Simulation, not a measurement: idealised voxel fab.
process module | voxel quadruple lines
For reference, the cross-section in this document is cut, with width 295 nm and square cells of 5 nm.
Just so we're on the same page, the cross-sections are grids of square cells, and they're listed out in bands top to bottom, each band one or more rows deep.
Band entry format. Leading values: height of top, height of bottom, nm. Remainder: materials in left-to-right order, each with its width in nm. Special words: "edge to edge" on a single material, which then fills the band edge to edge; "empty", empty space.
For the purposes of this specification, 0 denotes the height below which the wafer in its as-received condition is composed wholly of one material, and the lowermost band, lacking a lower limit, extends downward without end, as expressed in "0..down".
Width: "30->40" (first number = top row, second number = bottom row, same change from row to row of cells).
Given "remains unaltered" for a step, no cell of the cross-section differs between before and after that step.
"Voids, fully enclosed" means: voids of 8 cells or more that are shut off from the top with no open way through. Written width x height at distance, distance from the left edge, in nm.
Post-settings text on a step line: simulator's own remark regarding the step.
A step's line can hold "overlay nm"; with a mask on that step, the setting says how far right of the planned place the mask lay, while a negative setting says it lay to the left.
Steps in the process plan
step 1: RECEIVE, material Si
step 2: CONFORMAL_DEP, material Al2O3, thk nm 5
step 3: DIRECTIONAL_DEP, material TiN, thk nm 15
step 4: DIRECTIONAL_DEP, material polySi, thk nm 20
step 5: DIRECTIONAL_DEP, material aC, thk nm 20
step 6: PATTERN, tone cover, mask id MANDREL, material resist, width nm 30, thk nm 30, overlay nm 0
step 7: DIRECTIONAL_ETCH, etch materials aC, depth nm 20
step 8: STRIP, etch materials resist
step 9: CONFORMAL_DEP, material SiO2, thk nm 10
step 10: DIRECTIONAL_ETCH, etch materials SiO2, depth nm 10
step 11: STRIP, etch materials aC
step 12: DIRECTIONAL_ETCH, etch materials polySi, depth nm 20
step 13: STRIP, etch materials SiO2
step 14: CONFORMAL_DEP, material SiCN, thk nm 10
step 15: DIRECTIONAL_ETCH, etch materials SiCN, depth nm 10
step 16: STRIP, etch materials polySi
step 17: DIRECTIONAL_ETCH, etch materials TiN, depth nm 15
step 18: STRIP, etch materials SiCN
Cross-section of the wafer as it came to us, i.e., already through step 1
* 0..down  Si edge to edge
* Voids, fully enclosed: none
Cross-section, end of module. Start: as above. Plan: as above. Execution: one mistake
* 20..5  120 empty, 10 TiN, 10 empty, 10 TiN, 10 empty, 10 TiN, 125 empty
* 5..0  Al2O3 edge to edge
* 0..down  Si edge to edge
* Voids, fully enclosed: none
What was the processing mistake? for step 6, the planned setting was not used; the step was instead run as PATTERN, tone open, mask id MANDREL, material resist, width nm 30, thk nm 30, overlay nm 0
